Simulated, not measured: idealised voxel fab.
A process module follows: voxel capacitor over wiring.
The cross-section on display is named cut; it measures 145 nm wide, and its cells are 5 nm squares.
How to read a cross-section here: the picture is a grid of square cells, written as bands going from the top down, and any band can span one or more rows of cells. The entry gives the band's vertical extent as a top height and a bottom height in nm, then its horizontal make-up as materials from left to right, each with a width in nm. "blank" stands for empty space; a single material marked "edge to edge" fills the band edge to edge. The reference from which all heights are counted is 0, the level beneath which the as-received wafer is entirely one material; the lowest band, having no lower bound, proceeds downward and is written after the example "0 nm and below". A width such as "30..40" changes by the same amount from each row of cells to the next, from the band's top row to its bottom row. Step note "no change" = no cross-section cell changed. "Enclosed void catalog" - sealed voids, min. 8 cells, no opening to top; format: width x height at distance (distance from left edge; nm throughout). Past the settings on a step's line: simulator remark, on that step. A step's line can hold "overlay nm"; with a mask on that step, the setting says how far right of the planned place the mask lay, while a negative setting says it lay to the left.

[Planned step list for the process]
1,RECEIVE | material Si
2,CONFORMAL_DEP | material SiO2 | thk nm 15
3,DIRECTIONAL_DEP | material TiN | thk nm 5
4,DIRECTIONAL_DEP | material W | thk nm 15
5,DIRECTIONAL_DEP | material aC | thk nm 10
6,PATTERN | tone cover | mask id METAL_1 | material resist | width nm 30 | pitch nm 85 | thk nm 30 | overlay nm 0
7,DIRECTIONAL_ETCH | etch materials aC | depth nm 10
8,STRIP | etch materials resist
9,DIRECTIONAL_ETCH | etch materials W | depth nm 15
10,DIRECTIONAL_ETCH | etch materials TiN | depth nm 5
11,STRIP | etch materials aC
12,FILL_DEP | material lowk | thk nm 5
13,CMP | height nm 35
14,CONFORMAL_DEP | material SiCN | thk nm 5
15,DIRECTIONAL_DEP | material lowk | thk nm 20
16,PATTERN | tone open | mask id PLUG_1 | material resist | width nm 15 | thk nm 15 | overlay nm 0
17,DIRECTIONAL_ETCH | etch materials lowk | depth nm 20
18,DIRECTIONAL_ETCH | etch materials SiCN | depth nm 5
19,STRIP | etch materials resist
20,EPI | material Ru | thk nm 10
21,EPI | material Ru | thk nm 10
22,EPI | material Ru | thk nm 5
23,DIRECTIONAL_DEP | material TiN | thk nm 5
24,DIRECTIONAL_DEP | material HfO2 | thk nm 5
25,DIRECTIONAL_DEP | material TiN | thk nm 10
26,MASKED_ETCH | tone cover | mask id UPPER_PLATE | width nm 60 | etch materials TiN | depth nm 10 | overlay nm 0
27,MASKED_ETCH | tone cover | mask id UPPER_PLATE | width nm 60 | etch materials HfO2 | depth nm 5 | overlay nm 0
28,DIRECTIONAL_DEP | material aC | thk nm 15
29,PATTERN | tone cover | mask id LOWER_PLATE | material resist | width nm 70 | thk nm 30 | overlay nm 0
30,DIRECTIONAL_ETCH | etch materials aC | depth nm 15
31,STRIP | etch materials resist
32,DIRECTIONAL_ETCH | etch materials TiN | depth nm 5
33,STRIP | etch materials aC
34,FILL_DEP | material SiO2 | thk nm 20
35,CMP | height nm 95
36,DIRECTIONAL_DEP | material aC | thk nm 15
37,PATTERN | tone open | mask id PLUG_2 | material resist | width nm 15 | thk nm 30 | overlay nm 0
38,DIRECTIONAL_ETCH | etch materials aC | depth nm 15
39,STRIP | etch materials resist
40,DIRECTIONAL_ETCH | etch materials SiO2 | depth nm 15
41,STRIP | etch materials aC
42,CONFORMAL_DEP | material TiN | thk nm 5
43,FILL_DEP | material Ru | thk nm 5
44,CMP | height nm 95
45,CONFORMAL_DEP | material SiCN | thk nm 5

[Cross-sectional view of the wafer in its as-received condition, corresponding to the state after step 1]
> 0 nm and below  Si edge to edge
> Enclosed void catalog: none

[Module complete - cross-section of the first of two wafers, run according to plan]
> 100 nm to 95 nm  SiCN edge to edge
> 95 nm to 85 nm  40 SiO2; 5 TiN; 5 Ru; 5 TiN; 90 SiO2
> 85 nm to 80 nm  40 SiO2; 15 TiN; 90 SiO2
> 80 nm to 70 nm  30 SiO2; 60 TiN; 55 SiO2
> 70 nm to 65 nm  30 SiO2; 60 HfO2; 55 SiO2
> 65 nm to 60 nm  25 SiO2; 70 TiN; 50 SiO2
> 60 nm to 40 nm  30 lowk; 15 Ru; 100 lowk
> 40 nm to 35 nm  30 SiCN; 15 Ru; 100 SiCN
> 35 nm to 20 nm  15 lowk; 30 W; 55 lowk; 30 W; 15 lowk
> 20 nm to 15 nm  15 lowk; 30 TiN; 55 lowk; 30 TiN; 15 lowk
> 15 nm to 0 nm  SiO2 edge to edge
> 0 nm and below  Si edge to edge
> Enclosed void catalog: none

[Cross-sectional view: second of two wafers, end of module; start and plan identical to the first, one mistake in running]
> 100 nm to 95 nm  SiCN edge to edge
> 95 nm to 85 nm  40 SiO2; 5 TiN; 5 Ru; 5 TiN; 90 SiO2
> 85 nm to 80 nm  40 SiO2; 15 TiN; 90 SiO2
> 80 nm to 75 nm  30 SiO2; 60 HfO2; 55 SiO2
> 75 nm to 70 nm  25 SiO2; 70 TiN; 50 SiO2
> 70 nm to 60 nm  TiN edge to edge
> 60 nm to 40 nm  30 lowk; 15 Ru; 100 lowk
> 40 nm to 35 nm  30 SiCN; 15 Ru; 100 SiCN
> 35 nm to 20 nm  15 lowk; 30 W; 55 lowk; 30 W; 15 lowk
> 20 nm to 15 nm  15 lowk; 30 TiN; 55 lowk; 30 TiN; 15 lowk
> 15 nm to 0 nm  SiO2 edge to edge
> 0 nm and below  Si edge to edge
> Enclosed void catalog: none
Nonconformance to the process plan: steps 24 and 25 of the plan were run in the wrong order, each in the other's place
In the final state, the cell counts of the second wafer exceed or fall short of those of the first for the following materials: 34 fewer of SiO2, 34 more of TiN
